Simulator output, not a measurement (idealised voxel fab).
Process module name: voxel capacitor over wiring
Section cut is 235 nm wide and gridded with 5 nm square cells.
The cross-sections in this document take the form of a grid made of square cells. They are written out as bands, in order from top to bottom. Each band consists of one or more rows of cells. This entry defines a band. It first specifies the height of the band's top and the height of its bottom in nm, and then specifies the band's materials from left to right, stating each material with its width in nm. The word "full width" identifies a single material that fills the band from edge to edge, while the word "blank" identifies empty space. The level at which height equals 0 is the one under which the wafer, as it arrives, is entirely one material. No lower edge exists for the bottom band, which continues downward and is notated as in "0 nm and below". Per-row width for "30 to 40": begins at first number (top row of band), ends at second number (bottom row), increment between rows held constant. Take "nothing was modified" at face value: in the step it is given for, the cross-section changed in none of its cells. The entry "Enclosed void entries" lists the empty spaces that cover at least 8 cells and have no open path to the top. Each is written as width x height at distance, where the distance is measured from the left edge and all three values are in nm. Formally, on a step line, whatever follows the settings is a remark that the simulator itself makes on the step. The line of a step may include "overlay nm". On a step with a mask, this value is how far to the right of its planned place the mask lay. A negative value means the mask lay to the left.

## These are the steps we planned for the process
- 1: op RECEIVE | material Si
- 2: op CONFORMAL_DEP | material SiO2 | thk nm 10
- 3: op DIRECTIONAL_DEP | material TiN | thk nm 5
- 4: op DIRECTIONAL_DEP | material Ru | thk nm 25
- 5: op DIRECTIONAL_DEP | material aC | thk nm 10
- 6: op PATTERN | tone cover | mask id METAL_1 | material resist | width nm 30 | pitch nm 80 | thk nm 25 | overlay nm 0
- 7: op DIRECTIONAL_ETCH | etch materials aC | depth nm 10
- 8: op STRIP | etch materials resist
- 9: op DIRECTIONAL_ETCH | etch materials Ru | depth nm 25
- 10: op DIRECTIONAL_ETCH | etch materials TiN | depth nm 5
- 11: op STRIP | etch materials aC
- 12: op CONFORMAL_DEP | material SiCN | thk nm 5
- 13: op FILL_DEP | material lowk | thk nm 10
- 14: op CMP | height nm 40
- 15: op CONFORMAL_DEP | material SiCN | thk nm 5
- 16: op DIRECTIONAL_DEP | material lowk | thk nm 10
- 17: op MASKED_ETCH | tone open | mask id PLUG_1 | width nm 15 | etch materials lowk | depth nm 10 | overlay nm 0
- 18: op MASKED_ETCH | tone open | mask id PLUG_1 | width nm 15 | etch materials SiCN | depth nm 5 | overlay nm 0
- 19: op CONFORMAL_DEP | material TiN | thk nm 5
- 20: op FILL_DEP | material Cu | thk nm 10
- 21: op CMP | height nm 55
- 22: op DIRECTIONAL_DEP | material TiN | thk nm 10
- 23: op DIRECTIONAL_DEP | material Al2O3 | thk nm 5
- 24: op DIRECTIONAL_DEP | material TiN | thk nm 5
- 25: op PATTERN | tone cover | mask id UPPER_PLATE | material resist | width nm 55 | thk nm 15 | overlay nm 0
- 26: op DIRECTIONAL_ETCH | etch materials TiN | depth nm 5
- 27: op DIRECTIONAL_ETCH | etch materials Al2O3 | depth nm 5
- 28: op STRIP | etch materials resist
- 29: op MASKED_ETCH | tone cover | mask id LOWER_PLATE | width nm 65 | etch materials TiN | depth nm 10 | overlay nm 0
- 30: op FILL_DEP | material SiO2 | thk nm 15
- 31: op CMP | height nm 85
- 32: op PATTERN | tone open | mask id PLUG_2 | material resist | width nm 15 | thk nm 20 | overlay nm 0
- 33: op DIRECTIONAL_ETCH | etch materials SiO2 | depth nm 10
- 34: op STRIP | etch materials resist
- 35: op CONFORMAL_DEP | material TiN | thk nm 5
- 36: op FILL_DEP | material Cu | thk nm 10
- 37: op CMP | height nm 85
- 38: op CONFORMAL_DEP | material SiN | thk nm 5

## Cross-section of the incoming wafer, state after step 1
> 0 nm and below = Si full width
> Enclosed void entries: none

## Module complete - cross-section of the first of two wafers, run according to plan
> 90 nm to 85 nm = SiN full width
> 85 nm to 80 nm = SiO2: 85 | TiN: 5 | Cu: 5 | TiN: 5 | SiO2: 135
> 80 nm to 70 nm = SiO2: 85 to 75 | TiN: 15 to 55 | SiO2: 135 to 105
> 70 nm to 65 nm = SiO2: 75 | Al2O3: 55 | SiO2: 105
> 65 nm to 55 nm = SiO2: 70 | TiN: 65 | SiO2: 100
> 55 nm to 45 nm = lowk: 75 | TiN: 5 | Cu: 5 | TiN: 5 | lowk: 145
> 45 nm to 40 nm = SiCN: 75 | TiN: 15 | SiCN: 145
> 40 nm to 15 nm = lowk: 55 | SiCN: 5 | Ru: 30 | SiCN: 5 | lowk: 40 | SiCN: 5 | Ru: 30 | SiCN: 5 | lowk: 60
> 15 nm to 10 nm = SiCN: 60 | TiN: 30 | SiCN: 50 | TiN: 30 | SiCN: 65
> 10 nm to 0 nm = SiO2 full width
> 0 nm and below = Si full width
> Enclosed void entries: none

## Cross-section, second wafer: same start as the first, same plan as the first, one mistake in running it; taken at the end of the module
> 90 nm to 85 nm = SiN full width
> 85 nm to 80 nm = SiO2: 85 | TiN: 5 | Cu: 5 | TiN: 5 | SiO2: 135
> 80 nm to 70 nm = SiO2: 85 to 75 | TiN: 15 to 55 | SiO2: 135 to 105
> 70 nm to 65 nm = SiO2: 75 | Al2O3: 55 | SiO2: 105
> 65 nm to 55 nm = SiO2: 70 | TiN: 65 | SiO2: 100
> 55 nm to 50 nm = Cu full width
> 50 nm to 45 nm = TiN: 80 | Cu: 5 | TiN: 150
> 45 nm to 40 nm = SiCN: 75 | TiN: 15 | SiCN: 145
> 40 nm to 15 nm = lowk: 55 | SiCN: 5 | Ru: 30 | SiCN: 5 | lowk: 40 | SiCN: 5 | Ru: 30 | SiCN: 5 | lowk: 60
> 15 nm to 10 nm = SiCN: 60 | TiN: 30 | SiCN: 50 | TiN: 30 | SiCN: 65
> 10 nm to 0 nm = SiO2 full width
> 0 nm and below = Si full width
> Enclosed void entries: none
Nonconformance to the process plan: the plan's step 16 went unexecuted, having been skipped
In the final state, the cell counts of the second wafer exceed or fall short of those of the first for the following materials: Cu +46, TiN +42, lowk -88
